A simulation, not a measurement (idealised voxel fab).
The process module presented herein is designated voxel self aligned vias.
295 nm wide, 5 nm square cells: that's cross-section cut.
Cross-section layout: square cells on a grid; listed as bands, top to bottom; a band spans one or more cell rows.
Each band's line starts with the height of the band's top and of its bottom, in nm. Then come its materials from left to right, each with its width in nm. One material with "all across" fills the band from edge to edge. "blank" is empty space.
Below 0: as-received wafer, all one material; heights counted from there. Lowest band: no bottom, goes on down, written "top 0, no bottom".
Width: "30->40" (first number = top row, second number = bottom row, same change from row to row of cells).
Reading "everything unchanged" for a step: not a cell of the cross-section changed in it.
Listed in "Closed internal cavities": every empty space of 8 or more cells without an open way to the top. Form: width x height at distance, the distance being from the left edge, all in nm.
What comes after the settings on a step's line is commentary from the simulator itself on that step.
The setting "overlay nm" may be written on the line of a step. When the step uses a mask, the value reports how far to the right of the planned place the mask lay, and a negative value reports that it lay to the left.

So here's the lineup of process steps we planned:
1. RECEIVE with material Si
2. CONFORMAL_DEP with material SiO2, thk nm 15
3. CONFORMAL_DEP with material SiCN, thk nm 5
4. DIRECTIONAL_DEP with material SiO2, thk nm 20
5. PATTERN with tone open, mask id LINES, material resist, width nm 30, pitch nm 65, thk nm 20, overlay nm 0
6. DIRECTIONAL_ETCH with etch materials SiO2, depth nm 20
7. STRIP with etch materials resist
8. CONFORMAL_DEP with material TiN, thk nm 5
9. FILL_DEP with material Ru, thk nm 10
10. CMP with height nm 40
11. SELECTIVE_ETCH with etch materials W Ru TiN, depth nm 10
12. FILL_DEP with material SiN, thk nm 10
13. CMP with height nm 40
14. DIRECTIONAL_DEP with material SiO2, thk nm 15
15. MASKED_ETCH with tone open, mask id VIAS, width nm 50, etch materials SiO2, depth nm 15, overlay nm 0
16. MASKED_ETCH with tone open, mask id VIAS, width nm 50, etch materials SiN, depth nm 10, overlay nm 0
17. CONFORMAL_DEP with material TiN, thk nm 5
18. FILL_DEP with material Ru, thk nm 5
19. CMP with height nm 55
20. CONFORMAL_DEP with material SiCN, thk nm 5

First of two wafers, processed according to plan:

Wafer cross-section on receipt, i.e. after step 1:
- top 0, no bottom = Si all across
- Closed internal cavities: none

Upon completion of step 2, the wafer appears in cross-section as shown:
- top 15, bottom 0 = SiO2 all across
- Whatever lies below 0 is exactly as it was before.

Upon completion of step 3, the wafer appears in cross-section as shown:
- top 20, bottom 15 = SiCN all across
- Whatever lies below 15 is exactly as it was before.

Upon completion of step 4, the wafer appears in cross-section as shown:
- top 40, bottom 20 = SiO2 all across
- Whatever lies below 20 is exactly as it was before.

Upon completion of step 5, the wafer appears in cross-section as shown:
- top 60, bottom 40 = resist: 100 / blank: 30 / resist: 35 / blank: 30 / resist: 100
- Whatever lies below 40 is exactly as it was before.

Upon completion of step 6, the wafer appears in cross-section as shown:
- top 60, bottom 40 = resist: 100 / blank: 30 / resist: 35 / blank: 30 / resist: 100
- top 40, bottom 20 = SiO2: 100 / blank: 30 / SiO2: 35 / blank: 30 / SiO2: 100
- Whatever lies below 20 is exactly as it was before.

Upon completion of step 7, the wafer appears in cross-section as shown:
- top 40, bottom 20 = SiO2: 100 / blank: 30 / SiO2: 35 / blank: 30 / SiO2: 100
- Whatever lies below 20 is exactly as it was before.

Upon completion of step 8, the wafer appears in cross-section as shown:
- top 45, bottom 40 = TiN: 105 / blank: 20 / TiN: 45 / blank: 20 / TiN: 105
- top 40, bottom 25 = SiO2: 100 / TiN: 5 / blank: 20 / TiN: 5 / SiO2: 35 / TiN: 5 / blank: 20 / TiN: 5 / SiO2: 100
- top 25, bottom 20 = SiO2: 100 / TiN: 30 / SiO2: 35 / TiN: 30 / SiO2: 100
- Whatever lies below 20 is exactly as it was before.

Upon completion of step 9, the wafer appears in cross-section as shown:
- top 55, bottom 45 = Ru all across
- top 45, bottom 40 = TiN: 105 / Ru: 20 / TiN: 45 / Ru: 20 / TiN: 105
- top 40, bottom 25 = SiO2: 100 / TiN: 5 / Ru: 20 / TiN: 5 / SiO2: 35 / TiN: 5 / Ru: 20 / TiN: 5 / SiO2: 100
- Whatever lies below 25 is exactly as it was before.

Upon completion of step 10, the wafer appears in cross-section as shown:
- top 40, bottom 25 = SiO2: 100 / TiN: 5 / Ru: 20 / TiN: 5 / SiO2: 35 / TiN: 5 / Ru: 20 / TiN: 5 / SiO2: 100
- Whatever lies below 25 is exactly as it was before.

Upon completion of step 11, the wafer appears in cross-section as shown:
- top 40, bottom 30 = SiO2: 100 / blank: 30 / SiO2: 35 / blank: 30 / SiO2: 100
- Whatever lies below 30 is exactly as it was before.

Upon completion of step 12, the wafer appears in cross-section as shown:
- top 50, bottom 40 = SiN all across
- top 40, bottom 30 = SiO2: 100 / SiN: 30 / SiO2: 35 / SiN: 30 / SiO2: 100
- Whatever lies below 30 is exactly as it was before.

Upon completion of step 13, the wafer appears in cross-section as shown:
- top 40, bottom 30 = SiO2: 100 / SiN: 30 / SiO2: 35 / SiN: 30 / SiO2: 100
- Whatever lies below 30 is exactly as it was before.

Upon completion of step 14, the wafer appears in cross-section as shown:
- top 55, bottom 40 = SiO2 all across
- Whatever lies below 40 is exactly as it was before.

Upon completion of step 15, the wafer appears in cross-section as shown:
- top 55, bottom 40 = SiO2: 90 / blank: 50 / SiO2: 155
- Whatever lies below 40 is exactly as it was before.

Upon completion of step 16, the wafer appears in cross-section as shown:
- top 55, bottom 40 = SiO2: 90 / blank: 50 / SiO2: 155
- top 40, bottom 30 = SiO2: 100 / blank: 30 / SiO2: 35 / SiN: 30 / SiO2: 100
- Whatever lies below 30 is exactly as it was before.

Upon completion of step 17, the wafer appears in cross-section as shown:
- top 60, bottom 55 = TiN: 95 / blank: 40 / TiN: 160
- top 55, bottom 45 = SiO2: 90 / TiN: 5 / blank: 40 / TiN: 5 / SiO2: 155
- top 45, bottom 40 = SiO2: 90 / TiN: 15 / blank: 20 / TiN: 15 / SiO2: 155
- top 40, bottom 35 = SiO2: 100 / TiN: 5 / blank: 20 / TiN: 5 / SiO2: 35 / SiN: 30 / SiO2: 100
- top 35, bottom 30 = SiO2: 100 / TiN: 30 / SiO2: 35 / SiN: 30 / SiO2: 100
- Whatever lies below 30 is exactly as it was before.

Upon completion of step 18, the wafer appears in cross-section as shown:
- top 65, bottom 60 = Ru all across
- top 60, bottom 55 = TiN: 95 / Ru: 40 / TiN: 160
- top 55, bottom 45 = SiO2: 90 / TiN: 5 / Ru: 40 / TiN: 5 / SiO2: 155
- top 45, bottom 40 = SiO2: 90 / TiN: 15 / Ru: 20 / TiN: 15 / SiO2: 155
- top 40, bottom 35 = SiO2: 100 / TiN: 5 / Ru: 20 / TiN: 5 / SiO2: 35 / SiN: 30 / SiO2: 100
- Whatever lies below 35 is exactly as it was before.

Upon completion of step 19, the wafer appears in cross-section as shown:
- top 55, bottom 45 = SiO2: 90 / TiN: 5 / Ru: 40 / TiN: 5 / SiO2: 155
- Whatever lies below 45 is exactly as it was before.

Upon completion of step 20, the wafer appears in cross-section as shown:
- top 60, bottom 55 = SiCN all across
- Whatever lies below 55 is exactly as it was before.

Wafer two of two - same starting point, same process plan, one mistake in execution; matches wafer one up to and including step 14:

At the planned end of step 15, the second wafer in cross-section:
- top 55, bottom 40 = SiO2: 90 / blank: 50 / SiO2: 155
- top 40, bottom 30 = SiO2: 90 / blank: 10 / SiN: 30 / blank: 10 / SiO2: 25 / SiN: 30 / SiO2: 100
- top 30, bottom 25 = SiO2: 90 / blank: 10 / TiN: 5 / Ru: 20 / TiN: 5 / blank: 10 / SiO2: 25 / TiN: 5 / Ru: 20 / TiN: 5 / SiO2: 100
- Whatever lies below 25 is exactly as it was before.

At the planned end of step 16, the second wafer in cross-section:
- top 55, bottom 40 = SiO2: 90 / blank: 50 / SiO2: 155
- top 40, bottom 30 = SiO2: 90 / blank: 50 / SiO2: 25 / SiN: 30 / SiO2: 100
- Whatever lies below 30 is exactly as it was before.

At the planned end of step 17, the second wafer in cross-section:
- top 60, bottom 55 = TiN: 95 / blank: 40 / TiN: 160
- top 55, bottom 40 = SiO2: 90 / TiN: 5 / blank: 40 / TiN: 5 / SiO2: 155
- top 40, bottom 35 = SiO2: 90 / TiN: 5 / blank: 40 / TiN: 5 / SiO2: 25 / SiN: 30 / SiO2: 100
- top 35, bottom 30 = SiO2: 90 / TiN: 50 / SiO2: 25 / SiN: 30 / SiO2: 100
- top 30, bottom 25 = SiO2: 90 / TiN: 15 / Ru: 20 / TiN: 15 / SiO2: 25 / TiN: 5 / Ru: 20 / TiN: 5 / SiO2: 100
- Whatever lies below 25 is exactly as it was before.

At the planned end of step 18, the second wafer in cross-section:
- top 65, bottom 60 = Ru all across
- top 60, bottom 55 = TiN: 95 / Ru: 40 / TiN: 160
- top 55, bottom 40 = SiO2: 90 / TiN: 5 / Ru: 40 / TiN: 5 / SiO2: 155
- top 40, bottom 35 = SiO2: 90 / TiN: 5 / Ru: 40 / TiN: 5 / SiO2: 25 / SiN: 30 / SiO2: 100
- Whatever lies below 35 is exactly as it was before.

At the planned end of step 19, the second wafer in cross-section:
- top 55, bottom 40 = SiO2: 90 / TiN: 5 / Ru: 40 / TiN: 5 / SiO2: 155
- Whatever lies below 40 is exactly as it was before.

At the planned end of step 20, the second wafer in cross-section:
- top 60, bottom 55 = SiCN all across
- Whatever lies below 55 is exactly as it was before.
What went wrong in running the wafer? plan step 15 was twice executed
Wafer comparison, final, in cells, second relative to first, materials more or fewer: Ru +8 | SiO2 -12 | TiN +4
